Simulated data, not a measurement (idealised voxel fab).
This section sets out a process module, namely voxel capacitor over wiring.
This is section cut - it's 295 nm across, gridded in 5 nm square cells.
Cross-sections here: square-cell grids, written as top-down lists of bands, a band being one or more rows of cells. Heights first: top, then bottom, in nm. Then materials, left to right, each with a width in nm. "edge to edge" on a single material: fills the band edge to edge. "blank": empty space. Heights from 0 (as-received wafer is one material below). Bottom band endless downward, as "0 down". A width such as "30->40" changes by the same amount from each row of cells to the next, from the band's top row to its bottom row. Given "no alterations made" for a step, no cell of the cross-section differs between before and after that step. Entry "Closed void list" = empty spaces >= 8 cells with no open way to the top; each as width x height at distance, distance from left edge, all nm. Read whatever lies past the settings on a step's line as the simulator's own remark about the step. For masked steps, "overlay nm" on the step line gives how far right of plan the mask actually lay; a minus sign means it lay to the left.
List of planned process steps
1. op RECEIVE | material Si
2. op CONFORMAL_DEP | material SiO2 | thk nm 10
3. op CONFORMAL_DEP | material SiCN | thk nm 5
4. op DIRECTIONAL_DEP | material SiO2 | thk nm 25
5. op PATTERN | tone open | mask id METAL_1 | material resist | width nm 30 | pitch nm 85 | thk nm 20 | overlay nm -15
6. op DIRECTIONAL_ETCH | etch materials SiO2 | depth nm 25
7. op DIRECTIONAL_ETCH | etch materials SiCN | depth nm 5
8. op STRIP | etch materials resist
9. op CONFORMAL_DEP | material TiN | thk nm 5
10. op FILL_DEP | material W | thk nm 5
11. op CMP | height nm 40
12. op CONFORMAL_DEP | material SiCN | thk nm 5
13. op DIRECTIONAL_DEP | material SiO2 | thk nm 10
14. op PATTERN | tone open | mask id PLUG_1 | material resist | width nm 15 | thk nm 15 | overlay nm 0
15. op DIRECTIONAL_ETCH | etch materials SiO2 | depth nm 10
16. op DIRECTIONAL_ETCH | etch materials SiCN | depth nm 5
17. op STRIP | etch materials resist
18. op CONFORMAL_DEP | material TiN | thk nm 5
19. op FILL_DEP | material W | thk nm 5
20. op CMP | height nm 55
21. op DIRECTIONAL_DEP | material TiN | thk nm 10
22. op DIRECTIONAL_DEP | material Al2O3 | thk nm 5
23. op DIRECTIONAL_DEP | material TiN | thk nm 10
24. op MASKED_ETCH | tone cover | mask id UPPER_PLATE | width nm 60 | etch materials TiN | depth nm 10 | overlay nm 0
25. op MASKED_ETCH | tone cover | mask id UPPER_PLATE | width nm 60 | etch materials Al2O3 | depth nm 5 | overlay nm 0
26. op MASKED_ETCH | tone cover | mask id LOWER_PLATE | width nm 70 | etch materials TiN | depth nm 10 | overlay nm 0
27. op FILL_DEP | material SiO2 | thk nm 15
28. op CMP | height nm 90
29. op PATTERN | tone open | mask id PLUG_2 | material resist | width nm 15 | thk nm 15 | overlay nm 0
30. op DIRECTIONAL_ETCH | etch materials SiO2 | depth nm 10
31. op STRIP | etch materials resist
32. op CONFORMAL_DEP | material TiN | thk nm 5
33. op FILL_DEP | material Cu | thk nm 5
34. op CMP | height nm 90
35. op CONFORMAL_DEP | material SiN | thk nm 5
For this document, wafers share an identical start and vary in the step 5 overlay nm; the plan quotes the first wafer's value.
This is how the first of several wafers looked in cross-section when it arrived, which is after step 1
* 0 down = Si edge to edge
* Closed void list: none
After the module's final step, step 35: the first of several wafers in cross-section
* 95 to 90 = SiN edge to edge
* 90 to 85 = 115 of SiO2; 5 of TiN; 5 of Cu; 5 of TiN; 165 of SiO2
* 85 to 80 = 115 of SiO2; 15 of TiN; 165 of SiO2
* 80 to 70 = 105 of SiO2; 60 of TiN; 130 of SiO2
* 70 to 65 = 105 of SiO2; 60 of Al2O3; 130 of SiO2
* 65 to 55 = 100 of SiO2; 70 of TiN; 125 of SiO2
* 55 to 45 = 105 of SiO2; 5 of TiN; 5 of W; 5 of TiN; 175 of SiO2
* 45 to 40 = 105 of SiCN; 15 of TiN; 175 of SiCN
* 40 to 15 = 75 of SiO2; 5 of TiN; 20 of W; 5 of TiN; 55 of SiO2; 5 of TiN; 20 of W; 5 of TiN; 105 of SiO2
* 15 to 10 = 75 of SiCN; 30 of TiN; 55 of SiCN; 30 of TiN; 105 of SiCN
* 10 to 0 = SiO2 edge to edge
* 0 down = Si edge to edge
* Closed void list: none
X-section, last wafer, module end
* 95 to 90 = SiN edge to edge
* 90 to 85 = 115 of SiO2; 5 of TiN; 5 of Cu; 5 of TiN; 165 of SiO2
* 85 to 80 = 115 of SiO2; 15 of TiN; 165 of SiO2
* 80 to 70 = 105 of SiO2; 60 of TiN; 130 of SiO2
* 70 to 65 = 105 of SiO2; 60 of Al2O3; 130 of SiO2
* 65 to 55 = 100 of SiO2; 70 of TiN; 125 of SiO2
* 55 to 45 = 105 of SiO2; 5 of TiN; 5 of W; 5 of TiN; 175 of SiO2
* 45 to 40 = 105 of SiCN; 15 of TiN; 175 of SiCN
* 40 to 15 = 105 of SiO2; 5 of TiN; 20 of W; 5 of TiN; 55 of SiO2; 5 of TiN; 20 of W; 5 of TiN; 75 of SiO2
* 15 to 10 = 105 of SiCN; 30 of TiN; 55 of SiCN; 30 of TiN; 75 of SiCN
* 10 to 0 = SiO2 edge to edge
* 0 down = Si edge to edge
* Closed void list: none
Wafer rows, end of module: cells per material gained (+) or lost (-) since receipt; closed voids last
overlay nm -15, +12 Al2O3, +1 Cu, +103 SiCN, +59 SiN, +808 SiO2, +96 TiN, +42 W, Closed void list: none
overlay nm -10, +12 Al2O3, +1 Cu, +103 SiCN, +59 SiN, +808 SiO2, +96 TiN, +42 W, Closed void list: none
overlay nm -5, +12 Al2O3, +1 Cu, +103 SiCN, +59 SiN, +808 SiO2, +96 TiN, +42 W, Closed void list: none
overlay nm 0, +12 Al2O3, +1 Cu, +103 SiCN, +59 SiN, +808 SiO2, +96 TiN, +42 W, Closed void list: none
overlay nm 5, +12 Al2O3, +1 Cu, +103 SiCN, +59 SiN, +808 SiO2, +96 TiN, +42 W, Closed void list: none
overlay nm 10, +12 Al2O3, +1 Cu, +103 SiCN, +59 SiN, +808 SiO2, +96 TiN, +42 W, Closed void list: none
overlay nm 15, +12 Al2O3, +1 Cu, +103 SiCN, +59 SiN, +808 SiO2, +96 TiN, +42 W, Closed void list: none
